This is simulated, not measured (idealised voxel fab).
The name of this process module is voxel trench capacitor.
Xsec cut, 245 nm wide, square cell size 5 nm.
This document writes a cross-section as a grid whose cells are square, and gives it as bands, listed from the top down; one or more rows of cells form a band. Look at the band entry: it leads with the top's height and the bottom's height in nm. Then it lists the materials left to right, with a width in nm for each. The word "throughout" on a single material says that material fills the band edge to edge. The word "empty" is empty space. Ref level 0: as-received wafer is one material below here. Bottom band extends down with no lower bound ("0..down"). Per-row width for "30..40": begins at first number (top row of band), ends at second number (bottom row), increment between rows held constant. Any step labelled "nothing got changed" changed none of the cells in the cross-section. Closed-off voids of 8+ cells (no open route to the top) go in "Cavities, closed", written width x height at distance from the left edge, in nm. On each step's line, the part that comes after the settings is the simulator's own comment on the step. You can add "overlay nm" to a step's line. For a step with a mask, it describes how far the mask lay to the right of its planned position, and a negative number describes a lay to the left.
These are the steps we planned for the process
1,RECEIVE [material Si]
2,CONFORMAL_DEP [material SiN] [thk nm 10]
3,PATTERN [tone open] [mask id TRENCH] [material resist] [width nm 25] [pitch nm 55] [thk nm 20] [overlay nm 0]
4,DIRECTIONAL_ETCH [etch materials SiN] [depth nm 10]
5,DIRECTIONAL_ETCH [etch materials Si] [depth nm 25]
6,STRIP [etch materials resist]
7,CONFORMAL_DEP [material Al2O3] [thk nm 5]
8,CONFORMAL_DEP [material TiN] [thk nm 5]
9,FILL_DEP [material W] [thk nm 10]
10,CMP [height nm 10]
Shown in cross-section is the wafer as received, that is, as it stands after step 1
    0..down | Si throughout
    Cavities, closed: none
Cross-sectional view of the first of the two wafers upon completion of the module, processed in accordance with the plan
    10..0 | SiN=55; Al2O3=5; TiN=5; W=5; TiN=5; Al2O3=5; SiN=30; Al2O3=5; TiN=5; W=5; TiN=5; Al2O3=5; SiN=30; Al2O3=5; TiN=5; W=5; TiN=5; Al2O3=5; SiN=55
    0..-15 | Si=55; Al2O3=5; TiN=5; W=5; TiN=5; Al2O3=5; Si=30; Al2O3=5; TiN=5; W=5; TiN=5; Al2O3=5; Si=30; Al2O3=5; TiN=5; W=5; TiN=5; Al2O3=5; Si=55
    -15..-20 | Si=55; Al2O3=5; TiN=15; Al2O3=5; Si=30; Al2O3=5; TiN=15; Al2O3=5; Si=30; Al2O3=5; TiN=15; Al2O3=5; Si=55
    -20..-25 | Si=55; Al2O3=25; Si=30; Al2O3=25; Si=30; Al2O3=25; Si=55
    -25..down | Si throughout
    Cavities, closed: none
Here's the second of our two wafers sectioned at module end. Same start as the first, same plan, but one mistake got made running it
    10..0 | Al2O3 throughout
    0..down | Si throughout
    Cavities, closed: none
The plan and the run diverged here: in deviation from the planned setting, step 2 was conducted as CONFORMAL_DEP [material Al2O3] [thk nm 10]
Count the cells at the end and the second wafer has more or fewer of some materials than the first: Al2O3: 47 more; Si: 75 more; SiN: 68 fewer; TiN: 39 fewer; W: 15 fewer
